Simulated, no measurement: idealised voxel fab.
The following process module bears the name voxel ribs on slabs.
It is cross-section cut that appears here, measuring 285 nm in width, its square cells being 5 nm in size.
In this document a cross-section is written as a grid of square cells. It is given as a series of bands, listed from the top down, and a band is one or more rows of cells. The entry gives the band's vertical extent as a top height and a bottom height in nm, then its horizontal make-up as materials from left to right, each with a width in nm. "air" stands for empty space; a single material marked "everywhere" fills the band edge to edge. Heights are measured from 0, the level below which the as-received wafer is all one material; the lowest band has no bottom and continues downward, written as in "0 and below". Quick explanation for "30 to 40": the width changes in equal steps down the rows of cells, from the first number in the band's top row to the second number in its bottom row. Any step labelled "stayed the same" changed none of the cells in the cross-section. The entry "Unvented internal voids" lists the empty spaces that cover at least 8 cells and have no open path to the top. Each is written as width x height at distance, where the distance is measured from the left edge and all three values are in nm. Where a step's line continues beyond its settings, the continuation is a remark by the simulator itself on that step. overlay nm: mask right of planned place by this much (step with mask). Neg. = left.
Planned process steps
1) RECEIVE [material Si]
2) DIRECTIONAL_DEP [material SiO2] [thk nm 25]
3) DIRECTIONAL_DEP [material polySi] [thk nm 25]
4) PATTERN [tone cover] [mask id RIB] [material resist] [width nm 30] [thk nm 20] [overlay nm 0]
5) DIRECTIONAL_ETCH [etch materials polySi] [depth nm 5]
6) STRIP [etch materials resist]
7) PATTERN [tone cover] [mask id SLAB] [material resist] [width nm 90] [thk nm 15] [overlay nm 0]
8) DIRECTIONAL_ETCH [etch materials polySi] [depth nm 20]
9) STRIP [etch materials resist]
10) FILL_DEP [material SiO2] [thk nm 20]
11) CMP [height nm 65]
12) DIRECTIONAL_DEP [material W] [thk nm 10]
13) MASKED_ETCH [tone cover] [mask id HEATER] [width nm 40] [etch materials W] [depth nm 10] [overlay nm 0]
14) CONFORMAL_DEP [material SiO2] [thk nm 10]
As received (post step 1): cross-section
* 0 and below = Si everywhere
* Unvented internal voids: none
The plan above was carried out on the starting structure above with one mistake, and this cross-section shows the wafer at the end of the module
* 85 down to 75 = air=105, SiO2=60, air=120
* 75 down to 65 = SiO2=115, W=40, SiO2=130
* 65 down to 50 = SiO2 everywhere
* 50 down to 45 = SiO2=125, polySi=30, SiO2=130
* 45 down to 25 = SiO2=95, polySi=90, SiO2=100
* 25 down to 0 = SiO2 everywhere
* 0 and below = Si everywhere
* Unvented internal voids: none
What went wrong in running the wafer? off-plan run, step 13, actual operation and settings MASKED_ETCH [tone cover] [mask id HEATER] [width nm 40] [etch materials W] [depth nm 10] [overlay nm -5]
